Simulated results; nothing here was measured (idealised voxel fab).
process module | voxel gate over fins
cross-section cut | 205 nm wide | cells 5 nm
A cross-section is a grid of square cells, given in bands from the top down. A band is one or more rows of cells.
Each band's line starts with the height of the band's top and of its bottom, in nm. Then come its materials from left to right, each with its width in nm. One material with "throughout" fills the band from edge to edge. "air" is empty space.
Height 0 is the level under which the wafer as received is all one material. The lowest band goes on downwards, as in "0 down".
A width such as "30 to 40" changes by the same amount from each row of cells to the next, from the band's top row to its bottom row.
"no change" after a step means that no cell of the cross-section changed.
closed voids: empty space of 8 cells or more with no open way to the top, each as width x height at its distance from the left edge, in nm
after a step's settings: what the simulator itself notes on the step
overlay nm, on a step with a mask: how far to the right of its planned place the mask lay; to the left if negative
plan
1 op RECEIVE | material Si
2 op CONFORMAL_DEP | material SiN | thk nm 10
3 op DIRECTIONAL_DEP | material aC | thk nm 10
4 op PATTERN | tone cover | mask id FINS | material resist | width nm 15 | pitch nm 40 | thk nm 30 | overlay nm 0
5 op DIRECTIONAL_ETCH | etch materials aC | depth nm 10
6 op STRIP | etch materials resist
7 op DIRECTIONAL_ETCH | etch materials SiN | depth nm 10
8 op DIRECTIONAL_ETCH | etch materials Si | depth nm 35
9 op STRIP | etch materials aC
10 op OXIDIZE | depth nm 5
11 op FILL_DEP | material SiO2 | thk nm 10
12 op CMP | height nm 10
13 op SELECTIVE_ETCH | etch materials SiO2 | depth nm 25
14 op STRIP | etch materials SiN
15 op CONFORMAL_DEP | material HfO2 | thk nm 5
16 op CONFORMAL_DEP | material TiN | thk nm 5
17 op CONFORMAL_DEP | material TiAl | thk nm 5
18 op CONFORMAL_DEP | material TiN | thk nm 5
19 op FILL_DEP | material W | thk nm 10
20 op CMP | height nm 25
21 op CONFORMAL_DEP | material SiCN | thk nm 10
first wafer, as planned
as received, after step 1
  0 down: Si throughout
  closed voids: none
after step 2
  10 to 0: SiN throughout
  below 0: unchanged
after step 3
  20 to 10: aC throughout
  below 10: unchanged
after step 4
  50 to 20: air 55 | resist 15 | air 25 | resist 15 | air 25 | resist 15 | air 55
  below 20: unchanged
after step 5
  40 to 20: air 55 | resist 15 | air 25 | resist 15 | air 25 | resist 15 | air 55
  20 to 10: air 55 | aC 15 | air 25 | aC 15 | air 25 | aC 15 | air 55
  below 10: unchanged
after step 6
  20 to 10: air 55 | aC 15 | air 25 | aC 15 | air 25 | aC 15 | air 55
  below 10: unchanged
after step 7
  20 to 10: air 55 | aC 15 | air 25 | aC 15 | air 25 | aC 15 | air 55
  10 to 0: air 55 | SiN 15 | air 25 | SiN 15 | air 25 | SiN 15 | air 55
  below 0: unchanged
after step 8
  20 to 10: air 55 | aC 15 | air 25 | aC 15 | air 25 | aC 15 | air 55
  10 to 0: air 55 | SiN 15 | air 25 | SiN 15 | air 25 | SiN 15 | air 55
  0 to -35: air 55 | Si 15 | air 25 | Si 15 | air 25 | Si 15 | air 55
  below -35: unchanged
after step 9
  10 to 0: air 55 | SiN 15 | air 25 | SiN 15 | air 25 | SiN 15 | air 55
  below 0: unchanged
after step 10
  10 to 0: air 55 | SiN 15 | air 25 | SiN 15 | air 25 | SiN 15 | air 55
  0 to -35: air 55 | SiO2 5 | Si 5 | SiO2 5 | air 25 | SiO2 5 | Si 5 | SiO2 5 | air 25 | SiO2 5 | Si 5 | SiO2 5 | air 55
  -35 to -40: SiO2 60 | Si 5 | SiO2 35 | Si 5 | SiO2 35 | Si 5 | SiO2 60
  below -40: unchanged
after step 11
  20 to 10: SiO2 throughout
  10 to 0: SiO2 55 | SiN 15 | SiO2 25 | SiN 15 | SiO2 25 | SiN 15 | SiO2 55
  0 to -40: SiO2 60 | Si 5 | SiO2 35 | Si 5 | SiO2 35 | Si 5 | SiO2 60
  below -40: unchanged
after step 12
  10 to 0: SiO2 55 | SiN 15 | SiO2 25 | SiN 15 | SiO2 25 | SiN 15 | SiO2 55
  below 0: unchanged
after step 13
  10 to 0: air 55 | SiN 15 | air 25 | SiN 15 | air 25 | SiN 15 | air 55
  0 to -15: air 60 | Si 5 | air 35 | Si 5 | air 35 | Si 5 | air 60
  below -15: unchanged
after step 14
  0 to -15: air 60 | Si 5 | air 35 | Si 5 | air 35 | Si 5 | air 60
  below -15: unchanged
after step 15
  5 to 0: air 55 | HfO2 15 | air 25 | HfO2 15 | air 25 | HfO2 15 | air 55
  0 to -10: air 55 | HfO2 5 | Si 5 | HfO2 5 | air 25 | HfO2 5 | Si 5 | HfO2 5 | air 25 | HfO2 5 | Si 5 | HfO2 5 | air 55
  -10 to -15: HfO2 60 | Si 5 | HfO2 35 | Si 5 | HfO2 35 | Si 5 | HfO2 60
  below -15: unchanged
after step 16
  10 to 5: air 50 | TiN 25 | air 15 | TiN 25 | air 15 | TiN 25 | air 50
  5 to 0: air 50 | TiN 5 | HfO2 15 | TiN 5 | air 15 | TiN 5 | HfO2 15 | TiN 5 | air 15 | TiN 5 | HfO2 15 | TiN 5 | air 50
  0 to -5: air 50 | TiN 5 | HfO2 5 | Si 5 | HfO2 5 | TiN 5 | air 15 | TiN 5 | HfO2 5 | Si 5 | HfO2 5 | TiN 5 | air 15 | TiN 5 | HfO2 5 | Si 5 | HfO2 5 | TiN 5 | air 50
  -5 to -10: TiN 55 | HfO2 5 | Si 5 | HfO2 5 | TiN 25 | HfO2 5 | Si 5 | HfO2 5 | TiN 25 | HfO2 5 | Si 5 | HfO2 5 | TiN 55
  below -10: unchanged
after step 17
  15 to 10: air 45 | TiAl 35 | air 5 | TiAl 35 | air 5 | TiAl 35 | air 45
  10 to 5: air 45 | TiAl 5 | TiN 25 | TiAl 5 | air 5 | TiAl 5 | TiN 25 | TiAl 5 | air 5 | TiAl 5 | TiN 25 | TiAl 5 | air 45
  5 to 0: air 45 | TiAl 5 | TiN 5 | HfO2 15 | TiN 5 | TiAl 5 | air 5 | TiAl 5 | TiN 5 | HfO2 15 | TiN 5 | TiAl 5 | air 5 | TiAl 5 | TiN 5 | HfO2 15 | TiN 5 | TiAl 5 | air 45
  0 to -5: TiAl 50 | TiN 5 | HfO2 5 | Si 5 | HfO2 5 | TiN 5 | TiAl 15 | TiN 5 | HfO2 5 | Si 5 | HfO2 5 | TiN 5 | TiAl 15 | TiN 5 | HfO2 5 | Si 5 | HfO2 5 | TiN 5 | TiAl 50
  below -5: unchanged
after step 18
  20 to 15: air 40 | TiN 125 | air 40
  15 to 10: air 40 | TiN 5 | TiAl 35 | TiN 5 | TiAl 35 | TiN 5 | TiAl 35 | TiN 5 | air 40
  10 to 5: air 40 | TiN 5 | TiAl 5 | TiN 25 | TiAl 5 | TiN 5 | TiAl 5 | TiN 25 | TiAl 5 | TiN 5 | TiAl 5 | TiN 25 | TiAl 5 | TiN 5 | air 40
  5 to 0: TiN 45 | TiAl 5 | TiN 5 | HfO2 15 | TiN 5 | TiAl 5 | TiN 5 | TiAl 5 | TiN 5 | HfO2 15 | TiN 5 | TiAl 5 | TiN 5 | TiAl 5 | TiN 5 | HfO2 15 | TiN 5 | TiAl 5 | TiN 45
  below 0: unchanged
after step 19
  30 to 20: W throughout
  20 to 15: W 40 | TiN 125 | W 40
  15 to 10: W 40 | TiN 5 | TiAl 35 | TiN 5 | TiAl 35 | TiN 5 | TiAl 35 | TiN 5 | W 40
  10 to 5: W 40 | TiN 5 | TiAl 5 | TiN 25 | TiAl 5 | TiN 5 | TiAl 5 | TiN 25 | TiAl 5 | TiN 5 | TiAl 5 | TiN 25 | TiAl 5 | TiN 5 | W 40
  below 5: unchanged
after step 20
  25 to 20: W throughout
  below 20: unchanged
after step 21
  35 to 25: SiCN throughout
  below 25: unchanged
second wafer: like start, like plan, one mistake. Through step 3 it matches the first wafer
when step 4 should have ended
  50 to 20: air 55 | resist 20 | air 20 | resist 20 | air 20 | resist 20 | air 50
  below 20: unchanged
when step 5 should have ended
  40 to 20: air 55 | resist 20 | air 20 | resist 20 | air 20 | resist 20 | air 50
  20 to 10: air 55 | aC 20 | air 20 | aC 20 | air 20 | aC 20 | air 50
  below 10: unchanged
when step 6 should have ended
  20 to 10: air 55 | aC 20 | air 20 | aC 20 | air 20 | aC 20 | air 50
  below 10: unchanged
when step 7 should have ended
  20 to 10: air 55 | aC 20 | air 20 | aC 20 | air 20 | aC 20 | air 50
  10 to 0: air 55 | SiN 20 | air 20 | SiN 20 | air 20 | SiN 20 | air 50
  below 0: unchanged
when step 8 should have ended
  20 to 10: air 55 | aC 20 | air 20 | aC 20 | air 20 | aC 20 | air 50
  10 to 0: air 55 | SiN 20 | air 20 | SiN 20 | air 20 | SiN 20 | air 50
  0 to -35: air 55 | Si 20 | air 20 | Si 20 | air 20 | Si 20 | air 50
  below -35: unchanged
when step 9 should have ended
  10 to 0: air 55 | SiN 20 | air 20 | SiN 20 | air 20 | SiN 20 | air 50
  below 0: unchanged
when step 10 should have ended
  10 to 0: air 55 | SiN 20 | air 20 | SiN 20 | air 20 | SiN 20 | air 50
  0 to -35: air 55 | SiO2 5 | Si 10 | SiO2 5 | air 20 | SiO2 5 | Si 10 | SiO2 5 | air 20 | SiO2 5 | Si 10 | SiO2 5 | air 50
  -35 to -40: SiO2 60 | Si 10 | SiO2 30 | Si 10 | SiO2 30 | Si 10 | SiO2 55
  below -40: unchanged
when step 11 should have ended
  20 to 10: SiO2 throughout
  10 to 0: SiO2 55 | SiN 20 | SiO2 20 | SiN 20 | SiO2 20 | SiN 20 | SiO2 50
  0 to -40: SiO2 60 | Si 10 | SiO2 30 | Si 10 | SiO2 30 | Si 10 | SiO2 55
  below -40: unchanged
when step 12 should have ended
  10 to 0: SiO2 55 | SiN 20 | SiO2 20 | SiN 20 | SiO2 20 | SiN 20 | SiO2 50
  below 0: unchanged
when step 13 should have ended
  10 to 0: air 55 | SiN 20 | air 20 | SiN 20 | air 20 | SiN 20 | air 50
  0 to -15: air 60 | Si 10 | air 30 | Si 10 | air 30 | Si 10 | air 55
  below -15: unchanged
when step 14 should have ended
  0 to -15: air 60 | Si 10 | air 30 | Si 10 | air 30 | Si 10 | air 55
  below -15: unchanged
when step 15 should have ended
  5 to 0: air 55 | HfO2 20 | air 20 | HfO2 20 | air 20 | HfO2 20 | air 50
  0 to -10: air 55 | HfO2 5 | Si 10 | HfO2 5 | air 20 | HfO2 5 | Si 10 | HfO2 5 | air 20 | HfO2 5 | Si 10 | HfO2 5 | air 50
  -10 to -15: HfO2 60 | Si 10 | HfO2 30 | Si 10 | HfO2 30 | Si 10 | HfO2 55
  below -15: unchanged
when step 16 should have ended
  10 to 5: air 50 | TiN 30 | air 10 | TiN 30 | air 10 | TiN 30 | air 45
  5 to 0: air 50 | TiN 5 | HfO2 20 | TiN 5 | air 10 | TiN 5 | HfO2 20 | TiN 5 | air 10 | TiN 5 | HfO2 20 | TiN 5 | air 45
  0 to -5: air 50 | TiN 5 | HfO2 5 | Si 10 | HfO2 5 | TiN 5 | air 10 | TiN 5 | HfO2 5 | Si 10 | HfO2 5 | TiN 5 | air 10 | TiN 5 | HfO2 5 | Si 10 | HfO2 5 | TiN 5 | air 45
  -5 to -10: TiN 55 | HfO2 5 | Si 10 | HfO2 5 | TiN 20 | HfO2 5 | Si 10 | HfO2 5 | TiN 20 | HfO2 5 | Si 10 | HfO2 5 | TiN 50
  below -10: unchanged
when step 17 should have ended
  15 to 10: air 45 | TiAl 120 | air 40
  10 to 5: air 45 | TiAl 5 | TiN 30 | TiAl 10 | TiN 30 | TiAl 10 | TiN 30 | TiAl 5 | air 40
  5 to 0: air 45 | TiAl 5 | TiN 5 | HfO2 20 | TiN 5 | TiAl 10 | TiN 5 | HfO2 20 | TiN 5 | TiAl 10 | TiN 5 | HfO2 20 | TiN 5 | TiAl 5 | air 40
  0 to -5: TiAl 50 | TiN 5 | HfO2 5 | Si 10 | HfO2 5 | TiN 5 | TiAl 10 | TiN 5 | HfO2 5 | Si 10 | HfO2 5 | TiN 5 | TiAl 10 | TiN 5 | HfO2 5 | Si 10 | HfO2 5 | TiN 5 | TiAl 45
  below -5: unchanged
when step 18 should have ended
  20 to 15: air 40 | TiN 130 | air 35
  15 to 10: air 40 | TiN 5 | TiAl 120 | TiN 5 | air 35
  10 to 5: air 40 | TiN 5 | TiAl 5 | TiN 30 | TiAl 10 | TiN 30 | TiAl 10 | TiN 30 | TiAl 5 | TiN 5 | air 35
  5 to 0: TiN 45 | TiAl 5 | TiN 5 | HfO2 20 | TiN 5 | TiAl 10 | TiN 5 | HfO2 20 | TiN 5 | TiAl 10 | TiN 5 | HfO2 20 | TiN 5 | TiAl 5 | TiN 40
  below 0: unchanged
when step 19 should have ended
  30 to 20: W throughout
  20 to 15: W 40 | TiN 130 | W 35
  15 to 10: W 40 | TiN 5 | TiAl 120 | TiN 5 | W 35
  10 to 5: W 40 | TiN 5 | TiAl 5 | TiN 30 | TiAl 10 | TiN 30 | TiAl 10 | TiN 30 | TiAl 5 | TiN 5 | W 35
  below 5: unchanged
when step 20 should have ended
  25 to 20: W throughout
  below 20: unchanged
when step 21 should have ended
  35 to 25: SiCN throughout
  below 25: unchanged
what went wrong: step 4 ran as: op PATTERN | tone cover | mask id FINS | material resist | width nm 20 | pitch nm 40 | thk nm 30 | overlay nm 0
at the end the second wafer has, in cells: 24 more of Si | 15 fewer of SiO2 | 6 fewer of TiN | 3 fewer of W
